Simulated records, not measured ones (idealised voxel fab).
The name of this process module is voxel self aligned contacts.
Square cell edge 5 nm, section width 225 nm, ID cut.
Each cross-section below is a grid of square cells, stated as bands in top-down order, with one or more rows of cells making up each band.
In this notation a band is specified by the heights of its top and bottom, in that order and in nm, after which its materials appear from left to right, each paired with its width in nm. The word "everywhere" attached to a single material means that material fills the band from edge to edge; the word "air" stands for empty space.
Heads up on the height convention: 0 is the point under which the incoming wafer is all one material, and the lowest band has no bottom, it just keeps going down, like "0 and below".
Width "30->40": first value at the band's top row of cells, second value at its bottom row, equal change from row to row.
You'll sometimes find "identical to before" written for a step, and that's the way of saying that nowhere in the cross-section did a cell change during that step.
In the "Cavities, sealed" entry, you get each enclosed empty space of 8 cells or more, one with no open way to the top, written width x height at distance, distance from the left edge, in nm.
That trailing text on a step's line, after the settings, is the simulator's own remark on the step.
You can add "overlay nm" to a step's line. For a step with a mask, it describes how far the mask lay to the right of its planned position, and a negative number describes a lay to the left.

Process steps foreseen in the plan:
1,op RECEIVE | material Si
2,op CONFORMAL_DEP | material SiO2 | thk nm 5
3,op DIRECTIONAL_DEP | material polySi | thk nm 20
4,op DIRECTIONAL_DEP | material SiN | thk nm 20
5,op PATTERN | tone cover | mask id GATE | material resist | width nm 35 | pitch nm 65 | thk nm 15 | overlay nm 0
6,op DIRECTIONAL_ETCH | etch materials SiN | depth nm 20
7,op DIRECTIONAL_ETCH | etch materials polySi | depth nm 20
8,op STRIP | etch materials resist
9,op CONFORMAL_DEP | material SiN | thk nm 5
10,op DIRECTIONAL_ETCH | etch materials SiN | depth nm 5
11,op FILL_DEP | material SiO2 | thk nm 15
12,op CMP | height nm 50
13,op PATTERN | tone open | mask id CONTACT | material resist | width nm 30 | thk nm 15 | overlay nm 0
14,op DIRECTIONAL_ETCH | etch materials SiO2 | depth nm 50
15,op STRIP | etch materials resist
16,op CONFORMAL_DEP | material TiN | thk nm 5
17,op FILL_DEP | material Ru | thk nm 10
18,op CMP | height nm 50
19,op CONFORMAL_DEP | material SiCN | thk nm 5
The wafers in this document start out alike and differ in the width nm applied at step 13; the plan shows the value used for the first wafer.

Here's the first of the wafers in cross-section, just as we got it, i.e. after step 1:
- 0 and below  Si everywhere
- Cavities, sealed: none

Gained (+) or lost (-) cells of each material since receipt, then closed voids: one row per wafer, at the end of the module:
width nm 30 | +18 Ru | +45 SiCN | +88 SiN | +264 SiO2 | +24 TiN | +56 polySi | Cavities, sealed: none
width nm 35 | +18 Ru | +45 SiCN | +88 SiN | +263 SiO2 | +25 TiN | +56 polySi | Cavities, sealed: none
width nm 40 | +18 Ru | +45 SiCN | +88 SiN | +262 SiO2 | +26 TiN | +56 polySi | Cavities, sealed: none
width nm 45 | +18 Ru | +45 SiCN | +88 SiN | +261 SiO2 | +27 TiN | +56 polySi | Cavities, sealed: none
width nm 50 | +18 Ru | +45 SiCN | +88 SiN | +260 SiO2 | +28 TiN | +56 polySi | Cavities, sealed: none
width nm 55 | +18 Ru | +45 SiCN | +88 SiN | +259 SiO2 | +29 TiN | +56 polySi | Cavities, sealed: none
